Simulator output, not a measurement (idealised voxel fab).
Title: Process Module voxel air gaps
The width of the displayed cross-section, cut, is 275 nm; its cells are square, with a size of 5 nm.
Format of a cross-section: grid, square cells. Given as bands. Order: top down. Band: one or more rows of cells.
Per band: top height and bottom height in nm, followed by the left-to-right materials and their widths in nm; "all across" marks a single material spanning edge to edge, "blank" marks empty space.
Heads up on the height convention: 0 is the point under which the incoming wafer is all one material, and the lowest band has no bottom, it just keeps going down, like "0..down".
The notation "30->40" denotes a width that varies across the rows of cells in the band, beginning at the first number in the top row, finishing at the second number in the bottom row, and changing by an identical amount from each row to the next.
"remains unaltered" means the step left every cell of the cross-section as it was.
Look at "Closed empty spaces" for the closed voids: empty spaces with no open path to the top, sized 8 cells or up. Each is width x height at distance, distance from the left edge, all nm.
Step line, after settings: the simulator's comment on this step.
If you see "overlay nm" on a step's line and that step has a mask, it's telling you how far right of where it was planned the mask ended up; a negative number means it went left instead.
THESE ARE THE STEPS WE PLANNED FOR THE PROCESS
step 1: RECEIVE: material Si
step 2: CONFORMAL_DEP: material SiO2, thk nm 10
step 3: CONFORMAL_DEP: material SiCN, thk nm 5
step 4: DIRECTIONAL_DEP: material SiO2, thk nm 35
step 5: PATTERN: tone open, mask id LINES, material resist, width nm 20, pitch nm 50, thk nm 20, overlay nm 0
step 6: DIRECTIONAL_ETCH: etch materials SiO2, depth nm 35
step 7: STRIP: etch materials resist
step 8: CONFORMAL_DEP: material TiN, thk nm 5
step 9: FILL_DEP: material Cu, thk nm 10
step 10: CMP: height nm 50
step 11: EPI: material Ru, thk nm 10
step 12: SELECTIVE_ETCH: etch materials SiO2, depth nm 45
step 13: CONFORMAL_DEP: material SiCN, thk nm 5
CROSS-SECTION, INCOMING MATERIAL, AFTER STEP 1
0..down = Si all across
Closed empty spaces: none
ONE MISTAKE IN RUNNING THE MODULE, OTHERWISE START AND PLAN AS ABOVE: CROSS-SECTION AT THE END
65..60 = SiCN all across
60..50 = Ru all across
50..20 = Cu: 70, then TiN: 5, then SiO2: 20, then TiN: 5, then Cu: 20, then TiN: 5, then SiO2: 20, then TiN: 5, then Cu: 20, then TiN: 5, then SiO2: 20, then TiN: 5, then Cu: 75
20..15 = TiN: 75, then SiO2: 20, then TiN: 30, then SiO2: 20, then TiN: 30, then SiO2: 20, then TiN: 80
15..10 = SiCN all across
10..0 = SiO2 all across
0..down = Si all across
Closed empty spaces: none
What broke from the plan during processing? heads up, step 5 didn't go per plan, it actually ran as PATTERN: tone cover, mask id LINES, material resist, width nm 20, pitch nm 50, thk nm 20, overlay nm 0
